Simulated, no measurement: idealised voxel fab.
process module | voxel fin reveal
cross-section cut | 275 nm wide | cells 5 nm
A cross-section is a grid of square cells, given in bands from the top down. A band is one or more rows of cells.
Each band's line starts with the height of the band's top and of its bottom, in nm. Then come its materials from left to right, each with its width in nm. One material with "throughout" fills the band from edge to edge. "air" is empty space.
Height 0 is the level under which the wafer as received is all one material. The lowest band goes on downwards, as in "0 down".
A width such as "30 to 40" changes by the same amount from each row of cells to the next, from the band's top row to its bottom row.
"no change" after a step means that no cell of the cross-section changed.
closed voids: empty space of 8 cells or more with no open way to the top, each as width x height at its distance from the left edge, in nm
after a step's settings: what the simulator itself notes on the step
overlay nm, on a step with a mask: how far to the right of its planned place the mask lay; to the left if negative
plan
1 op RECEIVE | material Si
2 op CONFORMAL_DEP | material SiN | thk nm 10
3 op PATTERN | tone cover | mask id FINS | material resist | width nm 15 | pitch nm 35 | thk nm 20 | overlay nm 0
4 op DIRECTIONAL_ETCH | etch materials SiN | depth nm 10
5 op DIRECTIONAL_ETCH | etch materials Si | depth nm 40
6 op STRIP | etch materials resist
7 op OXIDIZE | depth nm 5
8 op FILL_DEP | material SiO2 | thk nm 15
9 op CMP | height nm 10
10 op SELECTIVE_ETCH | etch materials SiO2 | depth nm 25
11 op STRIP | etch materials SiN
12 op CONFORMAL_DEP | material HfO2 | thk nm 5
first wafer, as planned
as received, after step 1
  0 down: Si throughout
  closed voids: none
after step 2
  10 to 0: SiN throughout
  below 0: unchanged
after step 3
  30 to 10: air 110 | resist 15 | air 20 | resist 15 | air 115
  below 10: unchanged
after step 4
  30 to 10: air 110 | resist 15 | air 20 | resist 15 | air 115
  10 to 0: air 110 | SiN 15 | air 20 | SiN 15 | air 115
  below 0: unchanged
after step 5
  30 to 10: air 110 | resist 15 | air 20 | resist 15 | air 115
  10 to 0: air 110 | SiN 15 | air 20 | SiN 15 | air 115
  0 to -40: air 110 | Si 15 | air 20 | Si 15 | air 115
  below -40: unchanged
after step 6
  10 to 0: air 110 | SiN 15 | air 20 | SiN 15 | air 115
  below 0: unchanged
after step 7
  10 to 0: air 110 | SiN 15 | air 20 | SiN 15 | air 115
  0 to -40: air 110 | SiO2 5 | Si 5 | SiO2 5 | air 20 | SiO2 5 | Si 5 | SiO2 5 | air 115
  -40 to -45: SiO2 115 | Si 5 | SiO2 30 | Si 5 | SiO2 120
  below -45: unchanged
after step 8
  25 to 10: SiO2 throughout
  10 to 0: SiO2 110 | SiN 15 | SiO2 20 | SiN 15 | SiO2 115
  0 to -45: SiO2 115 | Si 5 | SiO2 30 | Si 5 | SiO2 120
  below -45: unchanged
after step 9
  10 to 0: SiO2 110 | SiN 15 | SiO2 20 | SiN 15 | SiO2 115
  below 0: unchanged
after step 10
  10 to 0: air 110 | SiN 15 | air 20 | SiN 15 | air 115
  0 to -15: air 115 | Si 5 | air 30 | Si 5 | air 120
  below -15: unchanged
after step 11
  0 to -15: air 115 | Si 5 | air 30 | Si 5 | air 120
  below -15: unchanged
after step 12
  5 to 0: air 110 | HfO2 15 | air 20 | HfO2 15 | air 115
  0 to -10: air 110 | HfO2 5 | Si 5 | HfO2 5 | air 20 | HfO2 5 | Si 5 | HfO2 5 | air 115
  -10 to -15: HfO2 115 | Si 5 | HfO2 30 | Si 5 | HfO2 120
  below -15: unchanged
second wafer: like start, like plan, one mistake. Through step 2 it matches the first wafer
when step 3 should have ended
  30 to 10: air 110 | resist 20 | air 15 | resist 20 | air 110
  below 10: unchanged
when step 4 should have ended
  30 to 10: air 110 | resist 20 | air 15 | resist 20 | air 110
  10 to 0: air 110 | SiN 20 | air 15 | SiN 20 | air 110
  below 0: unchanged
when step 5 should have ended
  30 to 10: air 110 | resist 20 | air 15 | resist 20 | air 110
  10 to 0: air 110 | SiN 20 | air 15 | SiN 20 | air 110
  0 to -40: air 110 | Si 20 | air 15 | Si 20 | air 110
  below -40: unchanged
when step 6 should have ended
  10 to 0: air 110 | SiN 20 | air 15 | SiN 20 | air 110
  below 0: unchanged
when step 7 should have ended
  10 to 0: air 110 | SiN 20 | air 15 | SiN 20 | air 110
  0 to -40: air 110 | SiO2 5 | Si 10 | SiO2 5 | air 15 | SiO2 5 | Si 10 | SiO2 5 | air 110
  -40 to -45: SiO2 115 | Si 10 | SiO2 25 | Si 10 | SiO2 115
  below -45: unchanged
when step 8 should have ended
  25 to 10: SiO2 throughout
  10 to 0: SiO2 110 | SiN 20 | SiO2 15 | SiN 20 | SiO2 110
  0 to -45: SiO2 115 | Si 10 | SiO2 25 | Si 10 | SiO2 115
  below -45: unchanged
when step 9 should have ended
  10 to 0: SiO2 110 | SiN 20 | SiO2 15 | SiN 20 | SiO2 110
  below 0: unchanged
when step 10 should have ended
  10 to 0: air 110 | SiN 20 | air 15 | SiN 20 | air 110
  0 to -15: air 115 | Si 10 | air 25 | Si 10 | air 115
  below -15: unchanged
when step 11 should have ended
  0 to -15: air 115 | Si 10 | air 25 | Si 10 | air 115
  below -15: unchanged
when step 12 should have ended
  5 to 0: air 110 | HfO2 20 | air 15 | HfO2 20 | air 110
  0 to -10: air 110 | HfO2 5 | Si 10 | HfO2 5 | air 15 | HfO2 5 | Si 10 | HfO2 5 | air 110
  -10 to -15: HfO2 115 | Si 10 | HfO2 25 | Si 10 | HfO2 115
  below -15: unchanged
what went wrong: step 3 ran as: op PATTERN | tone cover | mask id FINS | material resist | width nm 20 | pitch nm 35 | thk nm 20 | overlay nm 0
at the end the second wafer has, in cells: 18 more of Si | 12 fewer of SiO2
